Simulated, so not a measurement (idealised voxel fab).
process module | voxel wiring stack
cross-section cut | 215 nm wide | cells 5 nm
A cross-section is a grid of square cells, given in bands from the top down. A band is one or more rows of cells.
Each band's line starts with the height of the band's top and of its bottom, in nm. Then come its materials from left to right, each with its width in nm. One material with "throughout" fills the band from edge to edge. "air" is empty space.
Height 0 is the level under which the wafer as received is all one material. The lowest band goes on downwards, as in "0 down".
A width such as "30 to 40" changes by the same amount from each row of cells to the next, from the band's top row to its bottom row.
"no change" after a step means that no cell of the cross-section changed.
closed voids: empty space of 8 cells or more with no open way to the top, each as width x height at its distance from the left edge, in nm
after a step's settings: what the simulator itself notes on the step
overlay nm, on a step with a mask: how far to the right of its planned place the mask lay; to the left if negative
plan
1 op RECEIVE | material Si
2 op CONFORMAL_DEP | material SiO2 | thk nm 15
3 op DIRECTIONAL_DEP | material TiN | thk nm 5
4 op DIRECTIONAL_DEP | material Ru | thk nm 20
5 op PATTERN | tone cover | mask id METAL_1 | material resist | width nm 20 | pitch nm 45 | thk nm 15 | overlay nm 0
6 op DIRECTIONAL_ETCH | etch materials Ru | depth nm 20
7 op DIRECTIONAL_ETCH | etch materials TiN | depth nm 5
8 op STRIP | etch materials resist
9 op FILL_DEP | material lowk | thk nm 5
10 op CMP | height nm 40
11 op CONFORMAL_DEP | material SiCN | thk nm 5
12 op DIRECTIONAL_DEP | material SiO2 | thk nm 35
13 op PATTERN | tone open | mask id METAL_2 | material resist | width nm 20 | pitch nm 45 | thk nm 20 | overlay nm 0
14 op DIRECTIONAL_ETCH | etch materials SiO2 | depth nm 20
15 op STRIP | etch materials resist
16 op DIRECTIONAL_DEP | material aC | thk nm 15
17 op PATTERN | tone open | mask id METAL_2_HOLES | material resist | width nm 15 | pitch nm 90 | thk nm 35 | overlay nm 0
18 op DIRECTIONAL_ETCH | etch materials aC | depth nm 15
19 op STRIP | etch materials resist
20 op DIRECTIONAL_ETCH | etch materials SiO2 | depth nm 15
21 op DIRECTIONAL_ETCH | etch materials SiCN | depth nm 5
22 op STRIP | etch materials aC
23 op CONFORMAL_DEP | material TiN | thk nm 5
24 op FILL_DEP | material Cu | thk nm 5
25 op CMP | height nm 80
26 op CONFORMAL_DEP | material SiN | thk nm 5
as received, after step 1
  0 down: Si throughout
  closed voids: none
first wafer at the end, as planned
  85 to 80: SiN throughout
  80 to 65: SiO2 30 | TiN 5 | Cu 10 | TiN 5 | SiO2 25 | TiN 5 | Cu 10 | TiN 5 | SiO2 25 | TiN 5 | Cu 10 | TiN 5 | SiO2 25 | TiN 5 | Cu 10 | TiN 5 | SiO2 30
  65 to 60: SiO2 30 | TiN 5 | Cu 5 | TiN 10 | SiO2 25 | TiN 20 | SiO2 25 | TiN 5 | Cu 5 | TiN 10 | SiO2 25 | TiN 20 | SiO2 30
  60 to 45: SiO2 30 | TiN 5 | Cu 5 | TiN 5 | SiO2 75 | TiN 5 | Cu 5 | TiN 5 | SiO2 80
  45 to 40: SiCN 30 | TiN 15 | SiCN 75 | TiN 15 | SiCN 80
  40 to 20: lowk 30 | Ru 20 | lowk 25 | Ru 20 | lowk 25 | Ru 20 | lowk 25 | Ru 20 | lowk 30
  20 to 15: lowk 30 | TiN 20 | lowk 25 | TiN 20 | lowk 25 | TiN 20 | lowk 25 | TiN 20 | lowk 30
  15 to 0: SiO2 throughout
  0 down: Si throughout
  closed voids: none
second wafer at the end: like start, like plan, one mistake
  85 to 80: SiN throughout
  80 to 75: SiCN 30 | TiN 15 | SiCN 75 | TiN 15 | SiCN 80
  75 to 40: SiO2 throughout
  40 to 20: lowk 30 | Ru 20 | lowk 25 | Ru 20 | lowk 25 | Ru 20 | lowk 25 | Ru 20 | lowk 30
  20 to 15: lowk 30 | TiN 20 | lowk 25 | TiN 20 | lowk 25 | TiN 20 | lowk 25 | TiN 20 | lowk 30
  15 to 0: SiO2 throughout
  0 down: Si throughout
  closed voids: none
what went wrong: steps 11 and 12 were swapped
at the end the second wafer has, in cells: 32 fewer of Cu | 82 more of SiO2 | 50 fewer of TiN
